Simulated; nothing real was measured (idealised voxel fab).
process module | voxel capacitor over wiring
cross-section cut | 140 nm wide | cells 5 nm
A cross-section is a grid of square cells, given in bands from the top down. A band is one or more rows of cells.
Each band's line starts with the height of the band's top and of its bottom, in nm. Then come its materials from left to right, each with its width in nm. One material with "throughout" fills the band from edge to edge. "air" is empty space.
Height 0 is the level under which the wafer as received is all one material. The lowest band goes on downwards, as in "0 down".
A width such as "30 to 40" changes by the same amount from each row of cells to the next, from the band's top row to its bottom row.
"no change" after a step means that no cell of the cross-section changed.
closed voids: empty space of 8 cells or more with no open way to the top, each as width x height at its distance from the left edge, in nm
after a step's settings: what the simulator itself notes on the step
overlay nm, on a step with a mask: how far to the right of its planned place the mask lay; to the left if negative
plan
1 op RECEIVE | material Si
2 op CONFORMAL_DEP | material SiO2 | thk nm 15
3 op DIRECTIONAL_DEP | material TiN | thk nm 5
4 op DIRECTIONAL_DEP | material Ru | thk nm 15
5 op PATTERN | tone cover | mask id METAL_1 | material resist | width nm 25 | pitch nm 85 | thk nm 15 | overlay nm 0
6 op DIRECTIONAL_ETCH | etch materials Ru | depth nm 15
7 op DIRECTIONAL_ETCH | etch materials TiN | depth nm 5
8 op STRIP | etch materials resist
9 op FILL_DEP | material lowk | thk nm 10
10 op CMP | height nm 35
11 op CONFORMAL_DEP | material SiCN | thk nm 5
12 op DIRECTIONAL_DEP | material lowk | thk nm 20
13 op PATTERN | tone open | mask id PLUG_1 | material resist | width nm 15 | thk nm 15 | overlay nm 0
14 op DIRECTIONAL_ETCH | etch materials lowk | depth nm 20
15 op DIRECTIONAL_ETCH | etch materials SiCN | depth nm 5
16 op STRIP | etch materials resist
17 op EPI | material Ru | thk nm 10
18 op EPI | material Ru | thk nm 10
19 op EPI | material Ru | thk nm 5
20 op DIRECTIONAL_DEP | material TiN | thk nm 10
21 op DIRECTIONAL_DEP | material SiN | thk nm 5
22 op DIRECTIONAL_DEP | material TiN | thk nm 5
23 op MASKED_ETCH | tone cover | mask id UPPER_PLATE | width nm 65 | etch materials TiN | depth nm 5 | overlay nm 0
24 op MASKED_ETCH | tone cover | mask id UPPER_PLATE | width nm 65 | etch materials SiN | depth nm 5 | overlay nm 0
25 op MASKED_ETCH | tone cover | mask id LOWER_PLATE | width nm 75 | etch materials TiN | depth nm 10 | overlay nm 0
26 op FILL_DEP | material SiO2 | thk nm 15
27 op CMP | height nm 90
28 op MASKED_ETCH | tone open | mask id PLUG_2 | width nm 15 | etch materials SiO2 | depth nm 10 | overlay nm 0
29 op CONFORMAL_DEP | material TiN | thk nm 5
30 op FILL_DEP | material Ru | thk nm 10
31 op CMP | height nm 90
32 op CONFORMAL_DEP | material SiCN | thk nm 5
as received, after step 1
  0 down: Si throughout
  closed voids: none
a wafer at the end: this start, this plan, one mistake
  95 to 90: SiCN throughout
  90 to 85: SiO2 35 | TiN 5 | Ru 5 | TiN 5 | SiO2 90
  85 to 75: SiO2 35 to 40 | TiN 15 to 50 | SiO2 90 to 50
  75 to 70: SiO2 40 | SiN 50 | SiO2 50
  70 to 65: SiO2 20 | TiN 75 | SiO2 45
  65 to 60: SiO2 20 | TiN 5 | SiN 15 | TiN 55 | SiO2 45
  60 to 50: lowk 25 | TiN 15 | lowk 100
  50 to 40: lowk 25 | Ru 15 | lowk 100
  40 to 35: SiCN 25 | Ru 15 | SiCN 100
  35 to 20: lowk 15 | Ru 25 | lowk 60 | Ru 25 | lowk 15
  20 to 15: lowk 15 | TiN 25 | lowk 60 | TiN 25 | lowk 15
  15 to 0: SiO2 throughout
  0 down: Si throughout
  closed voids: none
what went wrong: one of the steps 17 and 18, which are alike, was left out
